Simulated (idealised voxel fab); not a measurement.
Proc. module: voxel transistor to metal
cross-section cut | 280 nm wide | cells 5 nm
Cross-section format: a grid of square cells, given as bands from top to bottom; each band is one or more rows of cells.
What a band's entry tells you: where the top is and where the bottom is, as heights in nm, and after that what lies inside, material by material from left to right, each with its width in nm. Empty space is written as the word "air", and a single material marked with the word "edge to edge" occupies the band from edge to edge.
Below 0: as-received wafer, all one material; heights counted from there. Lowest band: no bottom, goes on down, written "0 down".
A width such as "30..40" changes by the same amount from each row of cells to the next, from the band's top row to its bottom row.
The designation "nothing got changed", where it is given for a processing step, indicates that no cell of the cross-section was altered in the course of that step.
The entry "Closed-off voids" lists the empty spaces that cover at least 8 cells and have no open path to the top. Each is written as width x height at distance, where the distance is measured from the left edge and all three values are in nm.
On a step's line, text after the settings is the simulator commenting on that step.
If you see "overlay nm" on a step's line and that step has a mask, it's telling you how far right of where it was planned the mask ended up; a negative number means it went left instead.
Read each pair as before and after one process step. The after cross-section shows only down to the lowest band that changed. The step between them and its settings are given below the pair. Pairs can come from different runs of this module on the same starting wafer. A pair continues from the pair above only where its "Pre-step view" entry says so.
Pre-step view
65 to 45  air 25 nm | resist 20 nm | air 55 nm | resist 20 nm | air 40 nm | resist 20 nm | air 55 nm | resist 20 nm | air 25 nm
45 to 25  Ru edge to edge
25 to 20  TiN edge to edge
20 to 10  SiO2 25 nm | TiN 5 nm | W 10 nm | TiN 5 nm | SiO2 55 nm | TiN 5 nm | W 10 nm | TiN 5 nm | SiO2 40 nm | TiN 5 nm | W 10 nm | TiN 5 nm | SiO2 55 nm | TiN 5 nm | W 10 nm | TiN 5 nm | SiO2 25 nm
10 to 0  SiO2 25 nm | TiN 5 nm | W 10..5 nm | TiN 5..10 nm | SiO2 5 nm | SiN 5 nm | HfO2 5 nm | TiN 5 nm | W 15 nm | TiN 5 nm | HfO2 5 nm | SiN 5 nm | SiO2 5 nm | TiN 5..10 nm | W 10..5 nm | TiN 5 nm | SiO2 40 nm | TiN 5 nm | W 10..5 nm | TiN 5..10 nm | SiO2 5 nm | SiN 5 nm | HfO2 5 nm | TiN 5 nm | W 15 nm | TiN 5 nm | HfO2 5 nm | SiN 5 nm | SiO2 5 nm | TiN 5..10 nm | W 10..5 nm | TiN 5 nm | SiO2 25 nm
0 to -5  SiO2 25 nm | TiN 15 nm | nSi 10 nm | SiN 5 nm | HfO2 5 nm | TiN 25 nm | HfO2 5 nm | SiN 5 nm | nSi 10 nm | TiN 15 nm | SiO2 40 nm | TiN 15 nm | nSi 10 nm | SiN 5 nm | HfO2 5 nm | TiN 25 nm | HfO2 5 nm | SiN 5 nm | nSi 10 nm | TiN 15 nm | SiO2 25 nm
-5 to -10  SiO2 20 nm | nSi 30 nm | SiO2 5 nm | HfO2 35 nm | SiO2 5 nm | nSi 30 nm | SiO2 30 nm | nSi 30 nm | SiO2 5 nm | HfO2 35 nm | SiO2 5 nm | nSi 30 nm | SiO2 20 nm
-10 to -15  SiO2 25 nm | nSi 25 nm | Si 45 nm | nSi 25 nm | SiO2 40 nm | nSi 25 nm | Si 45 nm | nSi 25 nm | SiO2 25 nm
-15 to -30  SiO2 25 nm | Si 95 nm | SiO2 40 nm | Si 95 nm | SiO2 25 nm
-30 down  Si edge to edge
Closed-off voids: none
Sectional View, Post-Process
65 to 45  air 25 nm | resist 20 nm | air 55 nm | resist 20 nm | air 40 nm | resist 20 nm | air 55 nm | resist 20 nm | air 25 nm
45 to 25  air 25 nm | Ru 20 nm | air 55 nm | Ru 20 nm | air 40 nm | Ru 20 nm | air 55 nm | Ru 20 nm | air 25 nm
No changes below 25.
Closed-off voids: none
The step occurring between the two cross-sections depicted above is identified as DIRECTIONAL_ETCH [etch materials Ru] [depth nm 20]
Pre-step view: after-step cross-section of the pair just above applies.
Sectional View, Post-Process
65 to 45  air 25 nm | resist 20 nm | air 55 nm | resist 20 nm | air 40 nm | resist 20 nm | air 55 nm | resist 20 nm | air 25 nm
45 to 25  air 25 nm | Ru 20 nm | air 55 nm | Ru 20 nm | air 40 nm | Ru 20 nm | air 55 nm | Ru 20 nm | air 25 nm
25 to 20  air 25 nm | TiN 20 nm | air 55 nm | TiN 20 nm | air 40 nm | TiN 20 nm | air 55 nm | TiN 20 nm | air 25 nm
No changes below 20.
Closed-off voids: none
The step occurring between the two cross-sections depicted above is identified as DIRECTIONAL_ETCH [etch materials TiN] [depth nm 5]
Pre-step view: after-step cross-section of the pair just above applies.
Sectional View, Post-Process
45 to 25  air 25 nm | Ru 20 nm | air 55 nm | Ru 20 nm | air 40 nm | Ru 20 nm | air 55 nm | Ru 20 nm | air 25 nm
No changes below 25.
Closed-off voids: none
The step occurring between the two cross-sections depicted above is identified as STRIP [etch materials resist]
Pre-step view: after-step cross-section of the pair just above applies.
Sectional View, Post-Process
50 to 45  air 20 nm | SiCN 30 nm | air 45 nm | SiCN 30 nm | air 30 nm | SiCN 30 nm | air 45 nm | SiCN 30 nm | air 20 nm
45 to 25  air 20 nm | SiCN 5 nm | Ru 20 nm | SiCN 5 nm | air 45 nm | SiCN 5 nm | Ru 20 nm | SiCN 5 nm | air 30 nm | SiCN 5 nm | Ru 20 nm | SiCN 5 nm | air 45 nm | SiCN 5 nm | Ru 20 nm | SiCN 5 nm | air 20 nm
25 to 20  SiCN 25 nm | TiN 20 nm | SiCN 55 nm | TiN 20 nm | SiCN 40 nm | TiN 20 nm | SiCN 55 nm | TiN 20 nm | SiCN 25 nm
No changes below 20.
Closed-off voids: none
The step occurring between the two cross-sections depicted above is identified as CONFORMAL_DEP [material SiCN] [thk nm 5]
Pre-step view: after-step cross-section of the pair just above applies.
Sectional View, Post-Process
60 to 50  lowk edge to edge
50 to 45  lowk 20 nm | SiCN 30 nm | lowk 45 nm | SiCN 30 nm | lowk 30 nm | SiCN 30 nm | lowk 45 nm | SiCN 30 nm | lowk 20 nm
45 to 25  lowk 20 nm | SiCN 5 nm | Ru 20 nm | SiCN 5 nm | lowk 45 nm | SiCN 5 nm | Ru 20 nm | SiCN 5 nm | lowk 30 nm | SiCN 5 nm | Ru 20 nm | SiCN 5 nm | lowk 45 nm | SiCN 5 nm | Ru 20 nm | SiCN 5 nm | lowk 20 nm
No changes below 25.
Closed-off voids: none
The step occurring between the two cross-sections depicted above is identified as FILL_DEP [material lowk] [thk nm 10]
Pre-step view: after-step cross-section of the pair just above applies.
Sectional View, Post-Process
45 to 25  lowk 20 nm | SiCN 5 nm | Ru 20 nm | SiCN 5 nm | lowk 45 nm | SiCN 5 nm | Ru 20 nm | SiCN 5 nm | lowk 30 nm | SiCN 5 nm | Ru 20 nm | SiCN 5 nm | lowk 45 nm | SiCN 5 nm | Ru 20 nm | SiCN 5 nm | lowk 20 nm
No changes below 25.
Closed-off voids: none
The step occurring between the two cross-sections depicted above is identified as CMP [height nm 45]
Pre-step view: after-step cross-section of the pair just above applies.
Sectional View, Post-Process
50 to 45  SiCN edge to edge
No changes below 45.
Closed-off voids: none
The step occurring between the two cross-sections depicted above is identified as CONFORMAL_DEP [material SiCN] [thk nm 5]
Pre-step view: after-step cross-section of the pair just above applies.
Sectional View, Post-Process
80 to 50  lowk edge to edge
No changes below 50.
Closed-off voids: none
The step occurring between the two cross-sections depicted above is identified as DIRECTIONAL_DEP [material lowk] [thk nm 30]
Pre-step view: after-step cross-section of the pair just above applies.
Sectional View, Post-Process
95 to 80  resist 25 nm | air 20 nm | resist 115 nm | air 20 nm | resist 100 nm
No changes below 80.
Closed-off voids: none
The step occurring between the two cross-sections depicted above is identified as PATTERN [tone open] [mask id METAL_2] [material resist] [width nm 20] [pitch nm 135] [thk nm 15] [overlay nm 0]
Pre-step view: after-step cross-section of the pair just above applies.
Sectional View, Post-Process
95 to 80  resist 25 nm | air 20 nm | resist 115 nm | air 20 nm | resist 100 nm
80 to 60  lowk 25 nm | air 20 nm | lowk 115 nm | air 20 nm | lowk 100 nm
No changes below 60.
Closed-off voids: none
The step occurring between the two cross-sections depicted above is identified as DIRECTIONAL_ETCH [etch materials lowk] [depth nm 20]
Pre-step view: after-step cross-section of the pair just above applies.
Sectional View, Post-Process
80 to 60  lowk 25 nm | air 20 nm | lowk 115 nm | air 20 nm | lowk 100 nm
No changes below 60.
Closed-off voids: none
The step occurring between the two cross-sections depicted above is identified as STRIP [etch materials resist]
Pre-step view: after-step cross-section of the pair just above applies.
Sectional View, Post-Process
95 to 80  resist 25 nm | air 15 nm | resist 120 nm | air 15 nm | resist 105 nm
80 to 60  lowk 25 nm | air 15 nm | resist 5 nm | lowk 115 nm | air 15 nm | resist 5 nm | lowk 100 nm
No changes below 60.
Closed-off voids: none
The step occurring between the two cross-sections depicted above is identified as PATTERN [tone open] [mask id METAL_2_HOLES] [material resist] [width nm 15] [pitch nm 135] [thk nm 15] [overlay nm 0]
Pre-step view: after-step cross-section of the pair just above applies.
Sectional View, Post-Process
95 to 80  resist 25 nm | air 15 nm | resist 120 nm | air 15 nm | resist 105 nm
80 to 60  lowk 25 nm | air 15 nm | resist 5 nm | lowk 115 nm | air 15 nm | resist 5 nm | lowk 100 nm
60 to 50  lowk 25 nm | air 15 nm | lowk 120 nm | air 15 nm | lowk 105 nm
No changes below 50.
Closed-off voids: none
The step occurring between the two cross-sections depicted above is identified as DIRECTIONAL_ETCH [etch materials lowk] [depth nm 10]
Pre-step view: after-step cross-section of the pair just above applies.
Sectional View, Post-Process
95 to 80  resist 25 nm | air 15 nm | resist 120 nm | air 15 nm | resist 105 nm
80 to 60  lowk 25 nm | air 15 nm | resist 5 nm | lowk 115 nm | air 15 nm | resist 5 nm | lowk 100 nm
60 to 50  lowk 25 nm | air 15 nm | lowk 120 nm | air 15 nm | lowk 105 nm
50 to 45  SiCN 25 nm | air 15 nm | SiCN 120 nm | air 15 nm | SiCN 105 nm
No changes below 45.
Closed-off voids: none
The step occurring between the two cross-sections depicted above is identified as DIRECTIONAL_ETCH [etch materials SiCN] [depth nm 5]
Pre-step view: after-step cross-section of the pair just above applies.
Sectional View, Post-Process
80 to 60  lowk 25 nm | air 20 nm | lowk 115 nm | air 20 nm | lowk 100 nm
No changes below 60.
Closed-off voids: none
The step occurring between the two cross-sections depicted above is identified as STRIP [etch materials resist]
Pre-step view: after-step cross-section of the pair just above applies.
Sectional View, Post-Process
85 to 80  TiN 30 nm | air 10 nm | TiN 125 nm | air 10 nm | TiN 105 nm
80 to 65  lowk 25 nm | TiN 5 nm | air 10 nm | TiN 5 nm | lowk 115 nm | TiN 5 nm | air 10 nm | TiN 5 nm | lowk 100 nm
65 to 60  lowk 25 nm | TiN 5 nm | air 5 nm | TiN 10 nm | lowk 115 nm | TiN 5 nm | air 5 nm | TiN 10 nm | lowk 100 nm
60 to 50  lowk 25 nm | TiN 5 nm | air 5 nm | TiN 5 nm | lowk 120 nm | TiN 5 nm | air 5 nm | TiN 5 nm | lowk 105 nm
50 to 45  SiCN 25 nm | TiN 15 nm | SiCN 120 nm | TiN 15 nm | SiCN 105 nm
No changes below 45.
Closed-off voids: none
The step occurring between the two cross-sections depicted above is identified as CONFORMAL_DEP [material TiN] [thk nm 5]
Pre-step view: after-step cross-section of the pair just above applies.
Sectional View, Post-Process
90 to 85  Ru edge to edge
85 to 80  TiN 30 nm | Ru 10 nm | TiN 125 nm | Ru 10 nm | TiN 105 nm
80 to 65  lowk 25 nm | TiN 5 nm | Ru 10 nm | TiN 5 nm | lowk 115 nm | TiN 5 nm | Ru 10 nm | TiN 5 nm | lowk 100 nm
65 to 60  lowk 25 nm | TiN 5 nm | Ru 5 nm | TiN 10 nm | lowk 115 nm | TiN 5 nm | Ru 5 nm | TiN 10 nm | lowk 100 nm
60 to 50  lowk 25 nm | TiN 5 nm | Ru 5 nm | TiN 5 nm | lowk 120 nm | TiN 5 nm | Ru 5 nm | TiN 5 nm | lowk 105 nm
No changes below 50.
Closed-off voids: none
The step occurring between the two cross-sections depicted above is identified as FILL_DEP [material Ru] [thk nm 5]
Pre-step view: after-step cross-section of the pair just above applies.
Sectional View, Post-Process
80 to 65  lowk 25 nm | TiN 5 nm | Ru 10 nm | TiN 5 nm | lowk 115 nm | TiN 5 nm | Ru 10 nm | TiN 5 nm | lowk 100 nm
No changes below 65.
Closed-off voids: none
The step occurring between the two cross-sections depicted above is identified as CMP [height nm 80]
Pre-step view: after-step cross-section of the pair just above applies.
Sectional View, Post-Process
85 to 80  SiN edge to edge
No changes below 80.
Closed-off voids: none
The step occurring between the two cross-sections depicted above is identified as CONFORMAL_DEP [material SiN] [thk nm 5]
Pre-step view
-5 to -10  SiO2 edge to edge
-10 to -30  SiO2 25 nm | Si 95 nm | SiO2 40 nm | Si 95 nm | SiO2 25 nm
-30 down  Si edge to edge
Closed-off voids: none
Sectional View, Post-Process
10 to -5  SiCN edge to edge
No changes below -5.
Closed-off voids: none
The step occurring between the two cross-sections depicted above is identified as DIRECTIONAL_DEP [material SiCN] [thk nm 15]
Pre-step view: after-step cross-section of the pair just above applies.
Sectional View, Post-Process
25 to 10  air 60 nm | resist 25 nm | air 110 nm | resist 25 nm | air 60 nm
No changes below 10.
Closed-off voids: none
The step occurring between the two cross-sections depicted above is identified as PATTERN [tone cover] [mask id GATE] [material resist] [width nm 25] [pitch nm 135] [thk nm 15] [overlay nm 0]
Pre-step view: after-step cross-section of the pair just above applies.
Sectional View, Post-Process
25 to 10  air 60 nm | resist 25 nm | air 110 nm | resist 25 nm | air 60 nm
10 to -5  air 60 nm | SiCN 25 nm | air 110 nm | SiCN 25 nm | air 60 nm
No changes below -5.
Closed-off voids: none
The step occurring between the two cross-sections depicted above is identified as DIRECTIONAL_ETCH [etch materials SiCN] [depth nm 25]
Pre-step view: after-step cross-section of the pair just above applies.
Sectional View, Post-Process
10 to -5  air 60 nm | SiCN 25 nm | air 110 nm | SiCN 25 nm | air 60 nm
No changes below -5.
Closed-off voids: none
The step occurring between the two cross-sections depicted above is identified as STRIP [etch materials resist]
Pre-step view: after-step cross-section of the pair just above applies.
Sectional View, Post-Process
15 to 10  air 55 nm | SiO2 35 nm | air 100 nm | SiO2 35 nm | air 55 nm
10 to 0  air 55 nm | SiO2 5 nm | SiCN 25 nm | SiO2 5 nm | air 100 nm | SiO2 5 nm | SiCN 25 nm | SiO2 5 nm | air 55 nm
0 to -5  SiO2 60 nm | SiCN 25 nm | SiO2 110 nm | SiCN 25 nm | SiO2 60 nm
No changes below -5.
Closed-off voids: none
The step occurring between the two cross-sections depicted above is identified as CONFORMAL_DEP [material SiO2] [thk nm 5]
Pre-step view: after-step cross-section of the pair just above applies.
Sectional View, Post-Process
10 to -5  air 55 nm | SiO2 5 nm | SiCN 25 nm | SiO2 5 nm | air 100 nm | SiO2 5 nm | SiCN 25 nm | SiO2 5 nm | air 55 nm
No changes below -5.
Closed-off voids: none
The step occurring between the two cross-sections depicted above is identified as DIRECTIONAL_ETCH [etch materials SiO2] [depth nm 5]
Pre-step view: after-step cross-section of the pair just above applies.
Sectional View, Post-Process
15 to 10  air 50 nm | SiN 45 nm | air 90 nm | SiN 45 nm | air 50 nm
10 to 0  air 50 nm | SiN 5 nm | SiO2 5 nm | SiCN 25 nm | SiO2 5 nm | SiN 5 nm | air 90 nm | SiN 5 nm | SiO2 5 nm | SiCN 25 nm | SiO2 5 nm | SiN 5 nm | air 50 nm
0 to -5  SiN 55 nm | SiO2 5 nm | SiCN 25 nm | SiO2 5 nm | SiN 100 nm | SiO2 5 nm | SiCN 25 nm | SiO2 5 nm | SiN 55 nm
No changes below -5.
Closed-off voids: none
The step occurring between the two cross-sections depicted above is identified as CONFORMAL_DEP [material SiN] [thk nm 5]
Pre-step view: after-step cross-section of the pair just above applies.
Sectional View, Post-Process
10 to -5  air 50 nm | SiN 5 nm | SiO2 5 nm | SiCN 25 nm | SiO2 5 nm | SiN 5 nm | air 90 nm | SiN 5 nm | SiO2 5 nm | SiCN 25 nm | SiO2 5 nm | SiN 5 nm | air 50 nm
No changes below -5.
Closed-off voids: none
The step occurring between the two cross-sections depicted above is identified as DIRECTIONAL_ETCH [etch materials SiN] [depth nm 5]
Pre-step view: after-step cross-section of the pair just above applies.
Sectional View, Post-Process
10 to 5  air 50 nm | SiN 5 nm | air 5 nm | SiCN 25 nm | air 5 nm | SiN 5 nm | air 90 nm | SiN 5 nm | air 5 nm | SiCN 25 nm | air 5 nm | SiN 5 nm | air 50 nm
5 to -5  air 50 nm | SiN 5 nm | SiO2 5 nm | SiCN 25 nm | SiO2 5 nm | SiN 5 nm | air 90 nm | SiN 5 nm | SiO2 5 nm | SiCN 25 nm | SiO2 5 nm | SiN 5 nm | air 50 nm
-5 to -10  air 50 nm | SiO2 45 nm | air 90 nm | SiO2 45 nm | air 50 nm
No changes below -10.
Closed-off voids: none
The step occurring between the two cross-sections depicted above is identified as DIRECTIONAL_ETCH [etch materials SiO2] [depth nm 5]
Pre-step view: after-step cross-section of the pair just above applies.
Sectional View, Post-Process
10 to 5  air 50 nm | SiN 5 nm | air 5 nm | SiCN 25 nm | air 5 nm | SiN 5 nm | air 90 nm | SiN 5 nm | air 5 nm | SiCN 25 nm | air 5 nm | SiN 5 nm | air 50 nm
5 to -5  air 50 nm | SiN 5 nm | SiO2 5 nm | SiCN 25 nm | SiO2 5 nm | SiN 5 nm | air 90 nm | SiN 5 nm | SiO2 5 nm | SiCN 25 nm | SiO2 5 nm | SiN 5 nm | air 50 nm
-5 to -10  air 50 nm | SiO2 45 nm | air 90 nm | SiO2 45 nm | air 50 nm
-10 to -15  SiO2 25 nm | air 25 nm | Si 45 nm | air 25 nm | SiO2 40 nm | air 25 nm | Si 45 nm | air 25 nm | SiO2 25 nm
No changes below -15.
Closed-off voids: none
The step occurring between the two cross-sections depicted above is identified as DIRECTIONAL_ETCH [etch materials Si] [depth nm 5]
Pre-step view: after-step cross-section of the pair just above applies.
Sectional View, Post-Process
10 to 5  air 50 nm | SiN 5 nm | air 5 nm | SiCN 25 nm | air 5 nm | SiN 5 nm | air 90 nm | SiN 5 nm | air 5 nm | SiCN 25 nm | air 5 nm | SiN 5 nm | air 50 nm
5 to 0  air 50 nm | SiN 5 nm | SiO2 5 nm | SiCN 25 nm | SiO2 5 nm | SiN 5 nm | air 90 nm | SiN 5 nm | SiO2 5 nm | SiCN 25 nm | SiO2 5 nm | SiN 5 nm | air 50 nm
0 to -5  air 40 nm | nSi 10 nm | SiN 5 nm | SiO2 5 nm | SiCN 25 nm | SiO2 5 nm | SiN 5 nm | nSi 10 nm | air 70 nm | nSi 10 nm | SiN 5 nm | SiO2 5 nm | SiCN 25 nm | SiO2 5 nm | SiN 5 nm | nSi 10 nm | air 40 nm
-5 to -10  air 20 nm | nSi 30 nm | SiO2 45 nm | nSi 30 nm | air 30 nm | nSi 30 nm | SiO2 45 nm | nSi 30 nm | air 20 nm
-10 to -15  SiO2 25 nm | nSi 25 nm | Si 45 nm | nSi 25 nm | SiO2 40 nm | nSi 25 nm | Si 45 nm | nSi 25 nm | SiO2 25 nm
No changes below -15.
Closed-off voids: none
The step occurring between the two cross-sections depicted above is identified as EPI [material nSi] [thk nm 10]
Pre-step view: after-step cross-section of the pair just above applies.
Sectional View, Post-Process
20 to 10  SiO2 edge to edge
10 to 0  SiO2 50 nm | SiN 5 nm | SiO2 5 nm | SiCN 25 nm | SiO2 5 nm | SiN 5 nm | SiO2 90 nm | SiN 5 nm | SiO2 5 nm | SiCN 25 nm | SiO2 5 nm | SiN 5 nm | SiO2 50 nm
0 to -5  SiO2 40 nm | nSi 10 nm | SiN 5 nm | SiO2 5 nm | SiCN 25 nm | SiO2 5 nm | SiN 5 nm | nSi 10 nm | SiO2 70 nm | nSi 10 nm | SiN 5 nm | SiO2 5 nm | SiCN 25 nm | SiO2 5 nm | SiN 5 nm | nSi 10 nm | SiO2 40 nm
-5 to -10  SiO2 20 nm | nSi 30 nm | SiO2 45 nm | nSi 30 nm | SiO2 30 nm | nSi 30 nm | SiO2 45 nm | nSi 30 nm | SiO2 20 nm
No changes below -10.
Closed-off voids: none
The step occurring between the two cross-sections depicted above is identified as FILL_DEP [material SiO2] [thk nm 10]
Pre-step view: after-step cross-section of the pair just above applies.
Sectional View, Post-Process
15 to 10  SiO2 edge to edge
No changes below 10.
Closed-off voids: none
The step occurring between the two cross-sections depicted above is identified as CMP [height nm 15]
Pre-step view: after-step cross-section of the pair just above applies.
Sectional View, Post-Process
10 to 0  SiO2 50 nm | SiN 5 nm | SiO2 5 nm | SiCN 25 nm | SiO2 5 nm | SiN 5 nm | SiO2 90 nm | SiN 5 nm | SiO2 5 nm | SiCN 25 nm | SiO2 5 nm | SiN 5 nm | SiO2 50 nm
No changes below 0.
Closed-off voids: none
The step occurring between the two cross-sections depicted above is identified as SELECTIVE_ETCH [etch materials SiO2] [depth nm 5]
Pre-step view: after-step cross-section of the pair just above applies.
Sectional View, Post-Process
15 to 10  HfO2 edge to edge
No changes below 10.
Closed-off voids: none
The step occurring between the two cross-sections depicted above is identified as CONFORMAL_DEP [material HfO2] [thk nm 5]
Pre-step view: after-step cross-section of the pair just above applies.
Sectional View, Post-Process
20 to 15  TiN edge to edge
No changes below 15.
Closed-off voids: none
The step occurring between the two cross-sections depicted above is identified as CONFORMAL_DEP [material TiN] [thk nm 5]
Pre-step view: after-step cross-section of the pair just above applies.
Sectional View, Post-Process
25 to 20  W edge to edge
No changes below 20.
Closed-off voids: none
The step occurring between the two cross-sections depicted above is identified as FILL_DEP [material W] [thk nm 5]
Pre-step view: after-step cross-section of the pair just above applies.
Sectional View, Post-Process
10 to 0  SiO2 50 nm | SiN 5 nm | SiO2 5 nm | SiCN 25 nm | SiO2 5 nm | SiN 5 nm | SiO2 90 nm | SiN 5 nm | SiO2 5 nm | SiCN 25 nm | SiO2 5 nm | SiN 5 nm | SiO2 50 nm
No changes below 0.
Closed-off voids: none
The step occurring between the two cross-sections depicted above is identified as CMP [height nm 10]
Pre-step view: after-step cross-section of the pair just above applies.
Sectional View, Post-Process
20 to 10  SiO2 edge to edge
No changes below 10.
Closed-off voids: none
The step occurring between the two cross-sections depicted above is identified as DIRECTIONAL_DEP [material SiO2] [thk nm 10]
Pre-step view: after-step cross-section of the pair just above applies.
Sectional View, Post-Process
30 to 20  aC edge to edge
No changes below 20.
Closed-off voids: none
The step occurring between the two cross-sections depicted above is identified as DIRECTIONAL_DEP [material aC] [thk nm 10]
Pre-step view: after-step cross-section of the pair just above applies.
Sectional View, Post-Process
60 to 30  resist 25 nm | air 20 nm | resist 55 nm | air 20 nm | resist 40 nm | air 20 nm | resist 55 nm | air 20 nm | resist 25 nm
No changes below 30.
Closed-off voids: none
The step occurring between the two cross-sections depicted above is identified as PATTERN [tone open] [mask id CONTACT] [material resist] [width nm 20] [thk nm 30] [overlay nm 0]
Pre-step view: after-step cross-section of the pair just above applies.
Sectional View, Post-Process
50 to 30  resist 25 nm | air 20 nm | resist 55 nm | air 20 nm | resist 40 nm | air 20 nm | resist 55 nm | air 20 nm | resist 25 nm
30 to 20  aC 25 nm | air 20 nm | aC 55 nm | air 20 nm | aC 40 nm | air 20 nm | aC 55 nm | air 20 nm | aC 25 nm
No changes below 20.
Closed-off voids: none
The step occurring between the two cross-sections depicted above is identified as DIRECTIONAL_ETCH [etch materials aC] [depth nm 10]
Pre-step view: after-step cross-section of the pair just above applies.
Sectional View, Post-Process
30 to 20  aC 25 nm | air 20 nm | aC 55 nm | air 20 nm | aC 40 nm | air 20 nm | aC 55 nm | air 20 nm | aC 25 nm
No changes below 20.
Closed-off voids: none
The step occurring between the two cross-sections depicted above is identified as STRIP [etch materials resist]
Pre-step view: after-step cross-section of the pair just above applies.
Sectional View, Post-Process
30 to 20  aC 25 nm | air 20 nm | aC 55 nm | air 20 nm | aC 40 nm | air 20 nm | aC 55 nm | air 20 nm | aC 25 nm
20 to 10  SiO2 25 nm | air 20 nm | SiO2 55 nm | air 20 nm | SiO2 40 nm | air 20 nm | SiO2 55 nm | air 20 nm | SiO2 25 nm
10 to 0  SiO2 25 nm | air 20 nm | SiO2 5 nm | SiN 5 nm | SiO2 5 nm | SiCN 25 nm | SiO2 5 nm | SiN 5 nm | SiO2 5 nm | air 20 nm | SiO2 40 nm | air 20 nm | SiO2 5 nm | SiN 5 nm | SiO2 5 nm | SiCN 25 nm | SiO2 5 nm | SiN 5 nm | SiO2 5 nm | air 20 nm | SiO2 25 nm
0 to -5  SiO2 25 nm | air 15 nm | nSi 10 nm | SiN 5 nm | SiO2 5 nm | SiCN 25 nm | SiO2 5 nm | SiN 5 nm | nSi 10 nm | air 15 nm | SiO2 40 nm | air 15 nm | nSi 10 nm | SiN 5 nm | SiO2 5 nm | SiCN 25 nm | SiO2 5 nm | SiN 5 nm | nSi 10 nm | air 15 nm | SiO2 25 nm
No changes below -5.
Closed-off voids: none
The step occurring between the two cross-sections depicted above is identified as DIRECTIONAL_ETCH [etch materials SiO2] [depth nm 25]
Pre-step view: after-step cross-section of the pair just above applies.
Sectional View, Post-Process
20 to 10  SiO2 25 nm | air 20 nm | SiO2 55 nm | air 20 nm | SiO2 40 nm | air 20 nm | SiO2 55 nm | air 20 nm | SiO2 25 nm
No changes below 10.
Closed-off voids: none
The step occurring between the two cross-sections depicted above is identified as STRIP [etch materials aC]
Pre-step view: after-step cross-section of the pair just above applies.
Sectional View, Post-Process
25 to 20  TiN 30 nm | air 10 nm | TiN 65 nm | air 10 nm | TiN 50 nm | air 10 nm | TiN 65 nm | air 10 nm | TiN 30 nm
20 to 10  SiO2 25 nm | TiN 5 nm | air 10 nm | TiN 5 nm | SiO2 55 nm | TiN 5 nm | air 10 nm | TiN 5 nm | SiO2 40 nm | TiN 5 nm | air 10 nm | TiN 5 nm | SiO2 55 nm | TiN 5 nm | air 10 nm | TiN 5 nm | SiO2 25 nm
10 to 0  SiO2 25 nm | TiN 5 nm | air 10..5 nm | TiN 5..10 nm | SiO2 5 nm | SiN 5 nm | SiO2 5 nm | SiCN 25 nm | SiO2 5 nm | SiN 5 nm | SiO2 5 nm | TiN 5..10 nm | air 10..5 nm | TiN 5 nm | SiO2 40 nm | TiN 5 nm | air 10..5 nm | TiN 5..10 nm | SiO2 5 nm | SiN 5 nm | SiO2 5 nm | SiCN 25 nm | SiO2 5 nm | SiN 5 nm | SiO2 5 nm | TiN 5..10 nm | air 10..5 nm | TiN 5 nm | SiO2 25 nm
0 to -5  SiO2 25 nm | TiN 15 nm | nSi 10 nm | SiN 5 nm | SiO2 5 nm | SiCN 25 nm | SiO2 5 nm | SiN 5 nm | nSi 10 nm | TiN 15 nm | SiO2 40 nm | TiN 15 nm | nSi 10 nm | SiN 5 nm | SiO2 5 nm | SiCN 25 nm | SiO2 5 nm | SiN 5 nm | nSi 10 nm | TiN 15 nm | SiO2 25 nm
No changes below -5.
Closed-off voids: none
The step occurring between the two cross-sections depicted above is identified as CONFORMAL_DEP [material TiN] [thk nm 5]
Pre-step view: after-step cross-section of the pair just above applies.
Sectional View, Post-Process
35 to 25  W edge to edge
25 to 20  TiN 30 nm | W 10 nm | TiN 65 nm | W 10 nm | TiN 50 nm | W 10 nm | TiN 65 nm | W 10 nm | TiN 30 nm
20 to 10  SiO2 25 nm | TiN 5 nm | W 10 nm | TiN 5 nm | SiO2 55 nm | TiN 5 nm | W 10 nm | TiN 5 nm | SiO2 40 nm | TiN 5 nm | W 10 nm | TiN 5 nm | SiO2 55 nm | TiN 5 nm | W 10 nm | TiN 5 nm | SiO2 25 nm
10 to 0  SiO2 25 nm | TiN 5 nm | W 10..5 nm | TiN 5..10 nm | SiO2 5 nm | SiN 5 nm | SiO2 5 nm | SiCN 25 nm | SiO2 5 nm | SiN 5 nm | SiO2 5 nm | TiN 5..10 nm | W 10..5 nm | TiN 5 nm | SiO2 40 nm | TiN 5 nm | W 10..5 nm | TiN 5..10 nm | SiO2 5 nm | SiN 5 nm | SiO2 5 nm | SiCN 25 nm | SiO2 5 nm | SiN 5 nm | SiO2 5 nm | TiN 5..10 nm | W 10..5 nm | TiN 5 nm | SiO2 25 nm
No changes below 0.
Closed-off voids: none
The step occurring between the two cross-sections depicted above is identified as FILL_DEP [material W] [thk nm 10]
Pre-step view: after-step cross-section of the pair just above applies.
Sectional View, Post-Process
20 to 10  SiO2 25 nm | TiN 5 nm | W 10 nm | TiN 5 nm | SiO2 55 nm | TiN 5 nm | W 10 nm | TiN 5 nm | SiO2 40 nm | TiN 5 nm | W 10 nm | TiN 5 nm | SiO2 55 nm | TiN 5 nm | W 10 nm | TiN 5 nm | SiO2 25 nm
No changes below 10.
Closed-off voids: none
The step occurring between the two cross-sections depicted above is identified as CMP [height nm 20]
Pre-step view: after-step cross-section of the pair just above applies.
Sectional View, Post-Process
25 to 20  TiN edge to edge
No changes below 20.
Closed-off voids: none
The step occurring between the two cross-sections depicted above is identified as DIRECTIONAL_DEP [material TiN] [thk nm 5]
Pre-step view: after-step cross-section of the pair just above applies.
Sectional View, Post-Process
45 to 25  Ru edge to edge
No changes below 25.
Closed-off voids: none
The step occurring between the two cross-sections depicted above is identified as DIRECTIONAL_DEP [material Ru] [thk nm 20]
Pre-step view: after-step cross-section of the pair just above applies.
Sectional View, Post-Process
65 to 45  air 25 nm | resist 20 nm | air 55 nm | resist 20 nm | air 40 nm | resist 20 nm | air 55 nm | resist 20 nm | air 25 nm
No changes below 45.
Closed-off voids: none
The step occurring between the two cross-sections depicted above is identified as PATTERN [tone cover] [mask id METAL_1] [material resist] [width nm 20] [thk nm 20] [overlay nm 0]
Pre-step view: after-step cross-section of the pair just above applies.
Sectional View, Post-Process
65 to 45  air 25 nm | resist 20 nm | air 55 nm | resist 20 nm | air 40 nm | resist 20 nm | air 55 nm | resist 20 nm | air 25 nm
45 to 25  air 25 nm | Ru 20 nm | air 55 nm | Ru 20 nm | air 40 nm | Ru 20 nm | air 55 nm | Ru 20 nm | air 25 nm
No changes below 25.
Closed-off voids: none
The step occurring between the two cross-sections depicted above is identified as DIRECTIONAL_ETCH [etch materials Ru] [depth nm 20]
